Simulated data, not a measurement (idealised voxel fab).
Presented below is a process module, voxel plated lines.
cross-section cut | 240 nm wide | cells 5 nm
Reading order for cross-sections: top band down to bottom band. Underlying form: a grid of square cells. Band size: one or more rows of cells. First you get the band's top height and its bottom height, in nm, and then the materials it's made of, left to right, with each width in nm. If you see a single material with "edge to edge", that one covers the band edge to edge. "blank" is empty space. Below 0: as-received wafer, all one material; heights counted from there. Lowest band: no bottom, goes on down, written "top 0, no bottom". Note: "30..40" means the width goes from the first number (top row of the band) to the second number (bottom row) in equal steps per row of cells. Given "no change occurred" for a step, no cell of the cross-section differs between before and after that step. Reported under the label "Closed void list" are the empty spaces having no open way to the top and comprising 8 cells or more; the notation for each is width x height at distance, in which the distance is measured from the left edge and all three values are in nm. If you see something after the settings on a step's line, that's the simulator's own remark about that step. overlay nm: mask right of planned place by this much (step with mask). Neg. = left.

Steps in the process plan:
1 op RECEIVE | material Si
2 op CONFORMAL_DEP | material SiO2 | thk nm 5
3 op DIRECTIONAL_DEP | material TiN | thk nm 5
4 op PATTERN | tone open | mask id LINES | material resist | width nm 25 | pitch nm 50 | thk nm 25 | overlay nm 0
5 op EPI | material Ru | thk nm 5
6 op EPI | material Ru | thk nm 10
7 op STRIP | etch materials resist
8 op DIRECTIONAL_ETCH | etch materials TiN | depth nm 5
9 op CONFORMAL_DEP | material SiCN | thk nm 5

First wafer of two (run as planned):

Incoming wafer, cross-sectional view, post step 1:
- top 0, no bottom | Si edge to edge
- Closed void list: none

After step 2, in cross-section:
- top 5, bottom 0 | SiO2 edge to edge
- Rest of section, below 0: as before.

After step 3, in cross-section:
- top 10, bottom 5 | TiN edge to edge
- Rest of section, below 5: as before.

After step 4, in cross-section:
- top 35, bottom 10 | resist (55) | blank (25) | resist (25) | blank (25) | resist (25) | blank (25) | resist (60)
- Rest of section, below 10: as before.

After step 5, in cross-section:
- top 35, bottom 15 | resist (55) | blank (25) | resist (25) | blank (25) | resist (25) | blank (25) | resist (60)
- top 15, bottom 10 | resist (55) | Ru (25) | resist (25) | Ru (25) | resist (25) | Ru (25) | resist (60)
- Rest of section, below 10: as before.

After step 6, in cross-section:
- top 35, bottom 25 | resist (55) | blank (25) | resist (25) | blank (25) | resist (25) | blank (25) | resist (60)
- top 25, bottom 10 | resist (55) | Ru (25) | resist (25) | Ru (25) | resist (25) | Ru (25) | resist (60)
- Rest of section, below 10: as before.

After step 7, in cross-section:
- top 25, bottom 10 | blank (55) | Ru (25) | blank (25) | Ru (25) | blank (25) | Ru (25) | blank (60)
- Rest of section, below 10: as before.

After step 8, in cross-section:
- top 25, bottom 10 | blank (55) | Ru (25) | blank (25) | Ru (25) | blank (25) | Ru (25) | blank (60)
- top 10, bottom 5 | blank (55) | TiN (25) | blank (25) | TiN (25) | blank (25) | TiN (25) | blank (60)
- Rest of section, below 5: as before.

After step 9, in cross-section:
- top 30, bottom 25 | blank (50) | SiCN (35) | blank (15) | SiCN (35) | blank (15) | SiCN (35) | blank (55)
- top 25, bottom 10 | blank (50) | SiCN (5) | Ru (25) | SiCN (5) | blank (15) | SiCN (5) | Ru (25) | SiCN (5) | blank (15) | SiCN (5) | Ru (25) | SiCN (5) | blank (55)
- top 10, bottom 5 | SiCN (55) | TiN (25) | SiCN (25) | TiN (25) | SiCN (25) | TiN (25) | SiCN (60)
- Rest of section, below 5: as before.

Regarding the second of the two wafers: it shared the first wafer's starting condition and process plan, yet one error occurred during its execution. Its history coincides with that of the first wafer up to and including step 5:

Planned end of step 6: second wafer, cross-section: no change occurred

Planned end of step 7: second wafer, cross-section:
- top 15, bottom 10 | blank (55) | Ru (25) | blank (25) | Ru (25) | blank (25) | Ru (25) | blank (60)
- Rest of section, below 10: as before.

Planned end of step 8: second wafer, cross-section:
- top 15, bottom 10 | blank (55) | Ru (25) | blank (25) | Ru (25) | blank (25) | Ru (25) | blank (60)
- top 10, bottom 5 | blank (55) | TiN (25) | blank (25) | TiN (25) | blank (25) | TiN (25) | blank (60)
- Rest of section, below 5: as before.

Planned end of step 9: second wafer, cross-section:
- top 20, bottom 15 | blank (50) | SiCN (35) | blank (15) | SiCN (35) | blank (15) | SiCN (35) | blank (55)
- top 15, bottom 10 | blank (50) | SiCN (5) | Ru (25) | SiCN (5) | blank (15) | SiCN (5) | Ru (25) | SiCN (5) | blank (15) | SiCN (5) | Ru (25) | SiCN (5) | blank (55)
- top 10, bottom 5 | SiCN (55) | TiN (25) | SiCN (25) | TiN (25) | SiCN (25) | TiN (25) | SiCN (60)
- Rest of section, below 5: as before.
Deviation noted in wafer processing: step 6 of the plan was jumped over and never run
At the finish, the second wafer shows more or fewer cells for some materials than the first does: Ru -30 | SiCN -12
